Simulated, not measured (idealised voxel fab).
process module | voxel lift off
cross-section cut | 235 nm wide | cells 5 nm
A cross-section is a grid of square cells, given in bands from the top down. A band is one or more rows of cells.
Each band's line starts with the height of the band's top and of its bottom, in nm. Then come its materials from left to right, each with its width in nm. One material with "throughout" fills the band from edge to edge. "air" is empty space.
Height 0 is the level under which the wafer as received is all one material. The lowest band goes on downwards, as in "0 down".
A width such as "30 to 40" changes by the same amount from each row of cells to the next, from the band's top row to its bottom row.
"no change" after a step means that no cell of the cross-section changed.
closed voids: empty space of 8 cells or more with no open way to the top, each as width x height at its distance from the left edge, in nm
after a step's settings: what the simulator itself notes on the step
overlay nm, on a step with a mask: how far to the right of its planned place the mask lay; to the left if negative
plan
1 op RECEIVE | material Si
2 op CONFORMAL_DEP | material SiN | thk nm 10
3 op PATTERN | tone open | mask id LINES | material resist | width nm 25 | pitch nm 40 | thk nm 30 | overlay nm 0
4 op DIRECTIONAL_DEP | material Ru | thk nm 15
5 op STRIP | etch materials resist
6 op CONFORMAL_DEP | material SiCN | thk nm 10
as received, after step 1
  0 down: Si throughout
  closed voids: none
a wafer at the end: this start, this plan, one mistake
  35 to 25: air 80 | SiCN 85 | air 70
  25 to 20: air 80 | SiCN 10 | Ru 25 | SiCN 15 | Ru 25 | SiCN 10 | air 70
  20 to 10: SiCN 90 | Ru 25 | SiCN 15 | Ru 25 | SiCN 80
  10 to 0: SiN throughout
  0 down: Si throughout
  closed voids: none
what went wrong: step 3 ran as: op PATTERN | tone open | mask id LINES | material resist | width nm 25 | pitch nm 40 | thk nm 30 | overlay nm 5
